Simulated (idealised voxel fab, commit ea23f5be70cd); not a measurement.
process module | voxel ribs on slabs
Cross-sectional view cut (width: 300 nm; square cell size: 5 nm).
Cross-section spec: square-cell grid; bands listed top down; each band is one or more rows.
Read a band's entry like this: the first values are the height of its top and the height of its bottom in nm, and what follows is the sequence of materials from left to right, each with its width in nm. Note that "air" is empty space, and that a single material marked "all across" reaches across the band from edge to edge.
Heights are measured from 0, the level below which the as-received wafer is all one material; the lowest band has no bottom and continues downward, written as in "0 and below".
A width such as "30..40" changes by the same amount from each row of cells to the next, from the band's top row to its bottom row.
Where a step carries "left unchanged", the cross-section came out of it unchanged, cell for cell.
Empty spaces counting at least 8 cells and having no open way to the top are listed in "Closed void entries". The notation width x height at distance is used for each, the distance being from the left edge and all three values in nm.
Post-settings text on a step line: simulator's own remark regarding the step.
"overlay nm" on a masked step: distance the mask lay right of its planned place, negative for left.

These are the steps we planned for the process
1 RECEIVE, material Si
2 DIRECTIONAL_DEP, material SiO2, thk nm 20
3 DIRECTIONAL_DEP, material SiN, thk nm 25
4 DIRECTIONAL_DEP, material aC, thk nm 15
5 PATTERN, tone cover, mask id RIB, material resist, width nm 15, thk nm 30, overlay nm 0
6 DIRECTIONAL_ETCH, etch materials aC, depth nm 15
7 STRIP, etch materials resist
8 DIRECTIONAL_ETCH, etch materials SiN, depth nm 10
9 STRIP, etch materials aC
10 DIRECTIONAL_DEP, material aC, thk nm 10
11 PATTERN, tone cover, mask id SLAB, material resist, width nm 55, thk nm 30, overlay nm 0
12 DIRECTIONAL_ETCH, etch materials aC, depth nm 10
13 STRIP, etch materials resist
14 DIRECTIONAL_ETCH, etch materials SiN, depth nm 15
15 STRIP, etch materials aC
16 FILL_DEP, material SiO2, thk nm 20
17 CMP, height nm 55
18 DIRECTIONAL_DEP, material W, thk nm 5
19 DIRECTIONAL_DEP, material aC, thk nm 10
20 PATTERN, tone cover, mask id HEATER, material resist, width nm 25, thk nm 30, overlay nm 0
21 DIRECTIONAL_ETCH, etch materials aC, depth nm 10
22 STRIP, etch materials resist
23 DIRECTIONAL_ETCH, etch materials W, depth nm 5
24 STRIP, etch materials aC
25 CONFORMAL_DEP, material SiO2, thk nm 10

This is the cross-section of the wafer as we received it, i.e. after step 1
0 and below = Si all across
Closed void entries: none

Cross-section, end of module. Start: as above. Plan: as above. Execution: one mistake
70 down to 65 = 125 of air; 45 of SiO2; 130 of air
65 down to 60 = SiO2 all across
60 down to 55 = 135 of SiO2; 25 of W; 140 of SiO2
55 down to 40 = 120 of SiO2; 55 of SiN; 125 of SiO2
40 down to 0 = SiO2 all across
0 and below = Si all across
Closed void entries: none
Finding, execution versus plan: heads up, step 2 of the plan got done twice
